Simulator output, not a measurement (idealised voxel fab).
process module | voxel self aligned contacts
cross-section cut | 230 nm wide | cells 5 nm
A cross-section is a grid of square cells, given in bands from the top down. A band is one or more rows of cells.
Each band's line starts with the height of the band's top and of its bottom, in nm. Then come its materials from left to right, each with its width in nm. One material with "throughout" fills the band from edge to edge. "air" is empty space.
Height 0 is the level under which the wafer as received is all one material. The lowest band goes on downwards, as in "0 down".
A width such as "30 to 40" changes by the same amount from each row of cells to the next, from the band's top row to its bottom row.
"no change" after a step means that no cell of the cross-section changed.
closed voids: empty space of 8 cells or more with no open way to the top, each as width x height at its distance from the left edge, in nm
after a step's settings: what the simulator itself notes on the step
overlay nm, on a step with a mask: how far to the right of its planned place the mask lay; to the left if negative
plan
1 op RECEIVE | material Si
2 op OXIDIZE | depth nm 5
3 op DIRECTIONAL_DEP | material polySi | thk nm 30
4 op DIRECTIONAL_DEP | material SiN | thk nm 25
5 op PATTERN | tone cover | mask id GATE | material resist | width nm 30 | pitch nm 65 | thk nm 20 | overlay nm 0
6 op DIRECTIONAL_ETCH | etch materials SiN | depth nm 25
7 op DIRECTIONAL_ETCH | etch materials polySi | depth nm 30
8 op STRIP | etch materials resist
9 op CONFORMAL_DEP | material SiN | thk nm 10
10 op DIRECTIONAL_ETCH | etch materials SiN | depth nm 10
11 op FILL_DEP | material SiO2 | thk nm 20
12 op CMP | height nm 65
13 op DIRECTIONAL_DEP | material aC | thk nm 15
14 op PATTERN | tone open | mask id CONTACT | material resist | width nm 45 | pitch nm 65 | thk nm 35 | overlay nm 0
15 op DIRECTIONAL_ETCH | etch materials aC | depth nm 15
16 op STRIP | etch materials resist
17 op DIRECTIONAL_ETCH | etch materials SiO2 | depth nm 70
18 op STRIP | etch materials aC
19 op CONFORMAL_DEP | material TiN | thk nm 5
20 op FILL_DEP | material W | thk nm 10
21 op CMP | height nm 65
22 op CONFORMAL_DEP | material SiCN | thk nm 5
as received, after step 1
  0 down: Si throughout
  closed voids: none
a wafer at the end: this start, this plan, one mistake
  85 to 80: SiCN throughout
  80 to 70: W throughout
  70 to 65: TiN 65 | W 35 | TiN 30 | W 35 | TiN 65
  65 to 55: SiO2 60 | TiN 5 to 20 | W 35 to 5 | TiN 5 to 20 | SiO2 20 | TiN 5 to 20 | W 35 to 5 | TiN 5 to 20 | SiO2 60
  55 to 30: SiO2 25 | SiN 50 | TiN 5 | W 5 | TiN 5 | SiN 50 | TiN 5 | W 5 | TiN 5 | SiN 50 | SiO2 25
  30 to 0: SiO2 25 | SiN 10 | polySi 30 | SiN 10 | TiN 5 | W 5 | TiN 5 | SiN 10 | polySi 30 | SiN 10 | TiN 5 | W 5 | TiN 5 | SiN 10 | polySi 30 | SiN 10 | SiO2 25
  0 to -5: SiO2 75 | TiN 15 | SiO2 50 | TiN 15 | SiO2 75
  -5 down: Si throughout
  closed voids: none
what went wrong: step 21 was left out
